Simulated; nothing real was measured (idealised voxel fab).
process module | voxel gate over fins
cross-section cut | 300 nm wide | cells 5 nm
A cross-section is a grid of square cells, given in bands from the top down. A band is one or more rows of cells.
Each band's line starts with the height of the band's top and of its bottom, in nm. Then come its materials from left to right, each with its width in nm. One material with "throughout" fills the band from edge to edge. "air" is empty space.
Height 0 is the level under which the wafer as received is all one material. The lowest band goes on downwards, as in "0 down".
A width such as "30 to 40" changes by the same amount from each row of cells to the next, from the band's top row to its bottom row.
"no change" after a step means that no cell of the cross-section changed.
closed voids: empty space of 8 cells or more with no open way to the top, each as width x height at its distance from the left edge, in nm
after a step's settings: what the simulator itself notes on the step
overlay nm, on a step with a mask: how far to the right of its planned place the mask lay; to the left if negative
plan
1 op RECEIVE | material Si
2 op CONFORMAL_DEP | material SiN | thk nm 5
3 op DIRECTIONAL_DEP | material aC | thk nm 10
4 op PATTERN | tone cover | mask id FINS | material resist | width nm 15 | pitch nm 50 | thk nm 25 | overlay nm 0
5 op DIRECTIONAL_ETCH | etch materials aC | depth nm 10
6 op STRIP | etch materials resist
7 op DIRECTIONAL_ETCH | etch materials SiN | depth nm 5
8 op DIRECTIONAL_ETCH | etch materials Si | depth nm 40
9 op STRIP | etch materials aC
10 op OXIDIZE | depth nm 5
11 op FILL_DEP | material SiO2 | thk nm 15
12 op CMP | height nm 5
13 op PATTERN | tone open | mask id RAIL | material resist | width nm 15 | thk nm 20 | overlay nm 0
14 op DIRECTIONAL_ETCH | etch materials SiO2 | depth nm 40
15 op STRIP | etch materials resist
16 op CONFORMAL_DEP | material TiN | thk nm 5
17 op FILL_DEP | material W | thk nm 5
18 op CMP | height nm 5
19 op SELECTIVE_ETCH | etch materials W Ru TiN | depth nm 30
20 op FILL_DEP | material SiO2 | thk nm 5
21 op CMP | height nm 5
22 op SELECTIVE_ETCH | etch materials SiO2 | depth nm 20
23 op STRIP | etch materials SiN
24 op CONFORMAL_DEP | material HfO2 | thk nm 5
25 op CONFORMAL_DEP | material TiN | thk nm 5
26 op CONFORMAL_DEP | material TiAl | thk nm 5
27 op CONFORMAL_DEP | material TiN | thk nm 5
28 op FILL_DEP | material W | thk nm 10
29 op CMP | height nm 25
30 op CONFORMAL_DEP | material SiCN | thk nm 5
as received, after step 1
  0 down: Si throughout
  closed voids: none
a wafer at the end: this start, this plan, one mistake
  30 to 25: SiCN throughout
  25 to 20: W throughout
  20 to 15: W 75 | TiN 45 | W 5 | TiN 45 | W 5 | TiN 45 | W 80
  15 to 10: W 75 | TiN 5 | TiAl 35 | TiN 5 | W 5 | TiN 5 | TiAl 35 | TiN 5 | W 5 | TiN 5 | TiAl 35 | TiN 5 | W 80
  10 to 5: W 75 | TiN 5 | TiAl 5 | TiN 25 | TiAl 5 | TiN 5 | W 5 | TiN 5 | TiAl 5 | TiN 25 | TiAl 5 | TiN 5 | W 5 | TiN 5 | TiAl 5 | TiN 25 | TiAl 5 | TiN 5 | W 80
  5 to 0: TiN 80 | TiAl 5 | TiN 5 | HfO2 15 | TiN 5 | TiAl 5 | TiN 15 | TiAl 5 | TiN 5 | HfO2 15 | TiN 5 | TiAl 5 | TiN 15 | TiAl 5 | TiN 5 | HfO2 15 | TiN 5 | TiAl 5 | TiN 85
  0 to -5: TiAl 85 | TiN 5 | HfO2 5 | Si 5 | HfO2 5 | TiN 5 | TiAl 25 | TiN 5 | HfO2 5 | Si 5 | HfO2 5 | TiN 5 | TiAl 25 | TiN 5 | HfO2 5 | Si 5 | HfO2 5 | TiN 5 | TiAl 90
  -5 to -10: TiN 90 | HfO2 5 | Si 5 | HfO2 5 | TiN 35 | HfO2 5 | Si 5 | HfO2 5 | TiN 35 | HfO2 5 | Si 5 | HfO2 5 | TiN 95
  -10 to -15: HfO2 95 | Si 5 | HfO2 45 | Si 5 | HfO2 45 | Si 5 | HfO2 100
  -15 to -25: SiO2 95 | Si 5 | SiO2 45 | Si 5 | SiO2 45 | Si 5 | SiO2 100
  -25 to -30: SiO2 95 | Si 5 | SiO2 20 | TiN 5 | W 5 | TiN 5 | SiO2 10 | Si 5 | SiO2 45 | Si 5 | SiO2 100
  -30 to -35: SiO2 95 | Si 5 | SiO2 20 | TiN 15 | SiO2 10 | Si 5 | SiO2 45 | Si 5 | SiO2 100
  -35 to -45: SiO2 95 | Si 5 | SiO2 45 | Si 5 | SiO2 45 | Si 5 | SiO2 100
  -45 down: Si throughout
  closed voids: none
what went wrong: step 13 ran as: op PATTERN | tone open | mask id RAIL | material resist | width nm 15 | thk nm 20 | overlay nm 5
